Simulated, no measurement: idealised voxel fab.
A process module follows: voxel self aligned contacts.
Cross-sectional view cut (width: 215 nm; square cell size: 5 nm).
If you're reading a cross-section in this doc, picture square cells in a grid; it comes to you as bands, top ones listed first down to the bottom, and a band can be one or more rows of cells.
For a band, the entry starts with two heights in nm, that of the top and then that of the bottom, and carries on with the band's materials in order from left to right, each alongside its width in nm; the word "full width" beside a single material means it fills the band edge to edge, and "empty" means empty space.
Where do heights start? At 0: under that level the wafer as delivered is made of one material only. And the lowest band has no floor; it just carries on downward, as in "0..down".
Graded width ("30 to 40"): value in top row of band = first number; value in bottom row = second number; row-to-row change constant.
Where the words "no alteration" appear for a step, the cross-section shows no cell changed by that step; every cell remained as before.
"Closed void inventory": empty spaces of 8 cells or more with no open way to the top, each given as width x height at distance, distance from the left edge, all in nm.
Whatever follows a step's settings on its line is a remark the simulator itself makes about that step.
Each step line may optionally specify "overlay nm", which for a step with a mask gives the rightward distance between the mask's planned place and where it lay, a negative value indicating the leftward direction.

STEPS PLANNED FOR THE PROCESS
1. RECEIVE | material Si
2. CONFORMAL_DEP | material SiO2 | thk nm 5
3. DIRECTIONAL_DEP | material polySi | thk nm 30
4. DIRECTIONAL_DEP | material SiN | thk nm 25
5. PATTERN | tone cover | mask id GATE | material resist | width nm 30 | pitch nm 70 | thk nm 15 | overlay nm 0
6. DIRECTIONAL_ETCH | etch materials SiN | depth nm 25
7. DIRECTIONAL_ETCH | etch materials polySi | depth nm 30
8. STRIP | etch materials resist
9. CONFORMAL_DEP | material SiN | thk nm 10
10. DIRECTIONAL_ETCH | etch materials SiN | depth nm 10
11. FILL_DEP | material SiO2 | thk nm 10
12. CMP | height nm 65
13. DIRECTIONAL_DEP | material aC | thk nm 15
14. PATTERN | tone open | mask id CONTACT | material resist | width nm 50 | pitch nm 70 | thk nm 35 | overlay nm 0
15. DIRECTIONAL_ETCH | etch materials aC | depth nm 15
16. STRIP | etch materials resist
17. DIRECTIONAL_ETCH | etch materials SiO2 | depth nm 65
18. STRIP | etch materials aC
19. CONFORMAL_DEP | material TiN | thk nm 5
20. FILL_DEP | material W | thk nm 10
21. CMP | height nm 65
22. CONFORMAL_DEP | material SiN | thk nm 5

WAFER AT RECEIPT (POST STEP 1), CROSS-SECTION
0..down: Si full width
Closed void inventory: none

END-OF-MODULE XS, FIRST OF TWO WAFERS, RUN AS PLANNED
70..65: SiN full width
65..60: 45 of SiO2, then 20 of TiN, then 10 of W, then 20 of TiN, then 20 of SiO2, then 20 of TiN, then 10 of W, then 20 of TiN, then 50 of SiO2
60..35: 10 of SiO2, then 50 of SiN, then 5 of TiN, then 10 of W, then 5 of TiN, then 50 of SiN, then 5 of TiN, then 10 of W, then 5 of TiN, then 50 of SiN, then 15 of SiO2
35..5: 10 of SiO2, then 10 of SiN, then 30 of polySi, then 10 of SiN, then 5 of TiN, then 10 of W, then 5 of TiN, then 10 of SiN, then 30 of polySi, then 10 of SiN, then 5 of TiN, then 10 of W, then 5 of TiN, then 10 of SiN, then 30 of polySi, then 10 of SiN, then 15 of SiO2
5..0: 60 of SiO2, then 20 of TiN, then 50 of SiO2, then 20 of TiN, then 65 of SiO2
0..down: Si full width
Closed void inventory: none

SECOND WAFER CROSS-SECTION AT END OF MODULE - SHARED START AND PLAN WITH THE FIRST, ONE MISTAKE IN THE RUN
85..80: SiN full width
80..70: W full width
70..65: 50 of TiN, then 40 of W, then 30 of TiN, then 40 of W, then 55 of TiN
65..60: 45 of SiO2, then 20 of TiN, then 10 of W, then 20 of TiN, then 20 of SiO2, then 20 of TiN, then 10 of W, then 20 of TiN, then 50 of SiO2
60..35: 10 of SiO2, then 50 of SiN, then 5 of TiN, then 10 of W, then 5 of TiN, then 50 of SiN, then 5 of TiN, then 10 of W, then 5 of TiN, then 50 of SiN, then 15 of SiO2
35..5: 10 of SiO2, then 10 of SiN, then 30 of polySi, then 10 of SiN, then 5 of TiN, then 10 of W, then 5 of TiN, then 10 of SiN, then 30 of polySi, then 10 of SiN, then 5 of TiN, then 10 of W, then 5 of TiN, then 10 of SiN, then 30 of polySi, then 10 of SiN, then 15 of SiO2
5..0: 60 of SiO2, then 20 of TiN, then 50 of SiO2, then 20 of TiN, then 65 of SiO2
0..down: Si full width
Closed void inventory: none
Nonconformance to the process plan: not run: step 21 of the plan (skipped)
Wafer comparison, final, in cells, second relative to first, materials more or fewer: +27 TiN, +102 W
